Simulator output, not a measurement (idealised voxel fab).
process module | voxel transistor to metal
Cross-section cut spans 300 nm and uses square cells 5 nm in size.
When this document writes out a cross-section, it uses a grid of square cells and lists it as bands, beginning at the top and moving down, with a band standing for one or more rows of cells. A band entry consists of two parts. The first gives the height of the band's top and the height of its bottom, in nm. The rest lists the band's materials from left to right, each with its width in nm. A single material labelled with the word "everywhere" fills the band from edge to edge, and the word "blank" marks empty space. Zero point of the height axis is 0; under it, received wafer = one material. Lowest band: continues down indefinitely, "0 down". Graded width ("30->40"): value in top row of band = first number; value in bottom row = second number; row-to-row change constant. Where the words "nothing different" appear for a step, the cross-section shows no cell changed by that step; every cell remained as before. The entry titled "Closed void table" provides the empty spaces that have no open way to the top, restricted to those of 8 cells or more. Each is presented as width x height at distance, the distance being measured from the left edge, with all three in nm. after a step's settings: what the simulator itself notes on the step. On any step carrying a mask, the "overlay nm" setting, if present on the step's line, tells how far right of its planned place the mask lay; negative values point to the left.

Process steps foreseen in the plan
step 1: RECEIVE with material Si
step 2: CONFORMAL_DEP with material SiO2, thk nm 5
step 3: CONFORMAL_DEP with material SiN, thk nm 15
step 4: PATTERN with tone cover, mask id ACTIVE, material resist, width nm 115, pitch nm 145, thk nm 20, overlay nm 0
step 5: DIRECTIONAL_ETCH with etch materials SiN, depth nm 15
step 6: DIRECTIONAL_ETCH with etch materials SiO2, depth nm 5
step 7: DIRECTIONAL_ETCH with etch materials Si, depth nm 25
step 8: STRIP with etch materials resist
step 9: OXIDIZE with depth nm 5
step 10: FILL_DEP with material SiO2, thk nm 10
step 11: CMP with height nm 20
step 12: SELECTIVE_ETCH with etch materials SiO2, depth nm 5
step 13: STRIP with etch materials SiN
step 14: SELECTIVE_ETCH with etch materials SiO2, depth nm 5
step 15: OXIDIZE with depth nm 5
step 16: DIRECTIONAL_DEP with material polySi, thk nm 25
step 17: DIRECTIONAL_DEP with material SiCN, thk nm 10
step 18: MASKED_ETCH with tone cover, mask id GATE, width nm 25, pitch nm 145, etch materials SiCN, depth nm 20, overlay nm 0
step 19: MASKED_ETCH with tone cover, mask id GATE, width nm 25, pitch nm 145, etch materials polySi, depth nm 35, overlay nm 0
step 20: CONFORMAL_DEP with material SiN, thk nm 10
step 21: DIRECTIONAL_ETCH with etch materials SiN, depth nm 10
step 22: DIRECTIONAL_ETCH with etch materials SiO2, depth nm 5
step 23: DIRECTIONAL_ETCH with etch materials Si, depth nm 15
step 24: EPI with material nSi, thk nm 20
step 25: FILL_DEP with material SiO2, thk nm 10
step 26: CMP with height nm 35
step 27: DIRECTIONAL_DEP with material SiO2, thk nm 10
step 28: MASKED_ETCH with tone open, mask id CONTACT, width nm 30, etch materials SiO2, depth nm 45, overlay nm 0
step 29: CONFORMAL_DEP with material TiN, thk nm 5
step 30: FILL_DEP with material Ru, thk nm 5
step 31: CMP with height nm 45
step 32: DIRECTIONAL_DEP with material TiN, thk nm 5
step 33: DIRECTIONAL_DEP with material W, thk nm 15
step 34: PATTERN with tone cover, mask id METAL_1, material resist, width nm 20, thk nm 15, overlay nm 0
step 35: DIRECTIONAL_ETCH with etch materials W, depth nm 15
step 36: DIRECTIONAL_ETCH with etch materials TiN, depth nm 5
step 37: STRIP with etch materials resist
step 38: FILL_DEP with material lowk, thk nm 10
step 39: CMP with height nm 65
step 40: CONFORMAL_DEP with material SiCN, thk nm 5
step 41: DIRECTIONAL_DEP with material SiO2, thk nm 30
step 42: PATTERN with tone open, mask id METAL_2_HOLES, material resist, width nm 15, pitch nm 145, thk nm 20, overlay nm 0
step 43: DIRECTIONAL_ETCH with etch materials SiO2, depth nm 30
step 44: STRIP with etch materials resist
step 45: PATTERN with tone open, mask id METAL_2, material resist, width nm 20, pitch nm 145, thk nm 20, overlay nm 0
step 46: DIRECTIONAL_ETCH with etch materials SiO2, depth nm 15
step 47: DIRECTIONAL_ETCH with etch materials SiCN, depth nm 5
step 48: STRIP with etch materials resist
step 49: CONFORMAL_DEP with material TiN, thk nm 5
step 50: FILL_DEP with material Cu, thk nm 5
step 51: CMP with height nm 100
step 52: CONFORMAL_DEP with material SiCN, thk nm 5

Cross-sectional view of the wafer in its as-received condition, corresponding to the state after step 1
	0 down: Si everywhere
	Closed void table: none

Module complete - cross-section of the first of two wafers, run according to plan
	105 to 100: SiCN everywhere
	100 to 90: 30 of SiO2 | 5 of TiN | 10 of Cu | 5 of TiN | 125 of SiO2 | 5 of TiN | 10 of Cu | 5 of TiN | 105 of SiO2
	90 to 85: 30 of SiO2 | 5 of TiN | 5 of Cu | 10 of TiN | 125 of SiO2 | 5 of TiN | 5 of Cu | 10 of TiN | 105 of SiO2
	85 to 70: 30 of SiO2 | 5 of TiN | 5 of Cu | 5 of TiN | 130 of SiO2 | 5 of TiN | 5 of Cu | 5 of TiN | 110 of SiO2
	70 to 65: 30 of SiCN | 15 of TiN | 130 of SiCN | 15 of TiN | 110 of SiCN
	65 to 50: 30 of lowk | 20 of W | 55 of lowk | 20 of W | 50 of lowk | 20 of W | 55 of lowk | 20 of W | 30 of lowk
	50 to 45: 30 of lowk | 20 of TiN | 55 of lowk | 20 of TiN | 50 of lowk | 20 of TiN | 55 of lowk | 20 of TiN | 30 of lowk
	45 to 35: 30 of SiO2 | 5 of TiN | 20->15 of Ru | 5->10 of TiN | 35 of SiO2 | 5->10 of TiN | 20->15 of Ru | 5 of TiN | 50 of SiO2 | 5 of TiN | 20->15 of Ru | 5->10 of TiN | 35 of SiO2 | 5->10 of TiN | 20->15 of Ru | 5 of TiN | 30 of SiO2
	35 to 25: 30 of SiO2 | 5 of TiN | 15 of Ru | 5 of TiN | 10 of SiN | 25 of SiCN | 10 of SiN | 5 of TiN | 15 of Ru | 5 of TiN | 50 of SiO2 | 5 of TiN | 15 of Ru | 5 of TiN | 10 of SiN | 25 of SiCN | 10 of SiN | 5 of TiN | 15 of Ru | 5 of TiN | 30 of SiO2
	25 to 20: 30 of SiO2 | 5 of TiN | 15 of Ru | 5 of TiN | 10 of SiN | 25 of polySi | 10 of SiN | 5 of TiN | 15 of Ru | 5 of TiN | 50 of SiO2 | 5 of TiN | 15 of Ru | 5 of TiN | 10 of SiN | 25 of polySi | 10 of SiN | 5 of TiN | 15 of Ru | 5 of TiN | 30 of SiO2
	20 to 15: 30 of SiO2 | 25 of TiN | 10 of SiN | 25 of polySi | 10 of SiN | 25 of TiN | 50 of SiO2 | 25 of TiN | 10 of SiN | 25 of polySi | 10 of SiN | 25 of TiN | 30 of SiO2
	15 to 10: 30 of SiO2 | 5 of TiN | 20 of nSi | 10 of SiN | 25 of polySi | 10 of SiN | 20 of nSi | 5 of TiN | 50 of SiO2 | 5 of TiN | 20 of nSi | 10 of SiN | 25 of polySi | 10 of SiN | 20 of nSi | 5 of TiN | 30 of SiO2
	10 to 0: 15 of SiO2 | 10 of SiN | 5 of SiO2 | 5 of TiN | 20 of nSi | 10 of SiN | 25 of polySi | 10 of SiN | 20 of nSi | 5 of TiN | 5 of SiO2 | 10 of SiN | 20 of SiO2 | 10 of SiN | 5 of SiO2 | 5 of TiN | 20 of nSi | 10 of SiN | 25 of polySi | 10 of SiN | 20 of nSi | 5 of TiN | 5 of SiO2 | 10 of SiN | 15 of SiO2
	0 to -5: 25 of SiO2 | 30 of nSi | 45 of SiO2 | 30 of nSi | 40 of SiO2 | 30 of nSi | 45 of SiO2 | 30 of nSi | 25 of SiO2
	-5 to -20: 25 of SiO2 | 30 of nSi | 45 of Si | 30 of nSi | 40 of SiO2 | 30 of nSi | 45 of Si | 30 of nSi | 25 of SiO2
	-20 to -30: 25 of SiO2 | 105 of Si | 40 of SiO2 | 105 of Si | 25 of SiO2
	-30 down: Si everywhere
	Closed void table: none

Cross-section at end of module for the second wafer of two, which matched the first in starting point and plan and differed by one mistake in its processing
	105 to 100: SiCN everywhere
	100 to 90: 30 of SiO2 | 5 of TiN | 10 of Cu | 5 of TiN | 125 of SiO2 | 5 of TiN | 10 of Cu | 5 of TiN | 105 of SiO2
	90 to 85: 30 of SiO2 | 5 of TiN | 5 of Cu | 10 of TiN | 125 of SiO2 | 5 of TiN | 5 of Cu | 10 of TiN | 105 of SiO2
	85 to 70: 30 of SiO2 | 5 of TiN | 5 of Cu | 5 of TiN | 130 of SiO2 | 5 of TiN | 5 of Cu | 5 of TiN | 110 of SiO2
	70 to 65: 30 of SiCN | 15 of TiN | 130 of SiCN | 15 of TiN | 110 of SiCN
	65 to 50: 30 of lowk | 20 of W | 55 of lowk | 20 of W | 50 of lowk | 20 of W | 55 of lowk | 20 of W | 30 of lowk
	50 to 45: 30 of lowk | 20 of TiN | 55 of lowk | 20 of TiN | 50 of lowk | 20 of TiN | 55 of lowk | 20 of TiN | 30 of lowk
	45 to 40: 35 of TiN | 20 of Ru | 45 of TiN | 20 of Ru | 60 of TiN | 20 of Ru | 45 of TiN | 20 of Ru | 35 of TiN
	40 to 35: 30 of SiO2 | 5 of TiN | 15 of Ru | 10 of TiN | 35 of SiO2 | 10 of TiN | 15 of Ru | 5 of TiN | 50 of SiO2 | 5 of TiN | 15 of Ru | 10 of TiN | 35 of SiO2 | 10 of TiN | 15 of Ru | 5 of TiN | 30 of SiO2
	35 to 25: 30 of SiO2 | 5 of TiN | 15 of Ru | 5 of TiN | 10 of SiN | 25 of SiCN | 10 of SiN | 5 of TiN | 15 of Ru | 5 of TiN | 50 of SiO2 | 5 of TiN | 15 of Ru | 5 of TiN | 10 of SiN | 25 of SiCN | 10 of SiN | 5 of TiN | 15 of Ru | 5 of TiN | 30 of SiO2
	25 to 20: 30 of SiO2 | 5 of TiN | 15 of Ru | 5 of TiN | 10 of SiN | 25 of polySi | 10 of SiN | 5 of TiN | 15 of Ru | 5 of TiN | 50 of SiO2 | 5 of TiN | 15 of Ru | 5 of TiN | 10 of SiN | 25 of polySi | 10 of SiN | 5 of TiN | 15 of Ru | 5 of TiN | 30 of SiO2
	20 to 15: 30 of SiO2 | 25 of TiN | 10 of SiN | 25 of polySi | 10 of SiN | 25 of TiN | 50 of SiO2 | 25 of TiN | 10 of SiN | 25 of polySi | 10 of SiN | 25 of TiN | 30 of SiO2
	15 to 10: 30 of SiO2 | 5 of TiN | 20 of nSi | 10 of SiN | 25 of polySi | 10 of SiN | 20 of nSi | 5 of TiN | 50 of SiO2 | 5 of TiN | 20 of nSi | 10 of SiN | 25 of polySi | 10 of SiN | 20 of nSi | 5 of TiN | 30 of SiO2
	10 to 0: 15 of SiO2 | 10 of SiN | 5 of SiO2 | 5 of TiN | 20 of nSi | 10 of SiN | 25 of polySi | 10 of SiN | 20 of nSi | 5 of TiN | 5 of SiO2 | 10 of SiN | 20 of SiO2 | 10 of SiN | 5 of SiO2 | 5 of TiN | 20 of nSi | 10 of SiN | 25 of polySi | 10 of SiN | 20 of nSi | 5 of TiN | 5 of SiO2 | 10 of SiN | 15 of SiO2
	0 to -5: 25 of SiO2 | 30 of nSi | 45 of SiO2 | 30 of nSi | 40 of SiO2 | 30 of nSi | 45 of SiO2 | 30 of nSi | 25 of SiO2
	-5 to -20: 25 of SiO2 | 30 of nSi | 45 of Si | 30 of nSi | 40 of SiO2 | 30 of nSi | 45 of Si | 30 of nSi | 25 of SiO2
	-20 to -30: 25 of SiO2 | 105 of Si | 40 of SiO2 | 105 of Si | 25 of SiO2
	-30 down: Si everywhere
	Closed void table: none
Run error: step 27 off recipe, ran as DIRECTIONAL_DEP with material SiO2, thk nm 5
The second wafer ends with more or fewer cells of some materials than the first, per final count: SiO2 -36; TiN +36
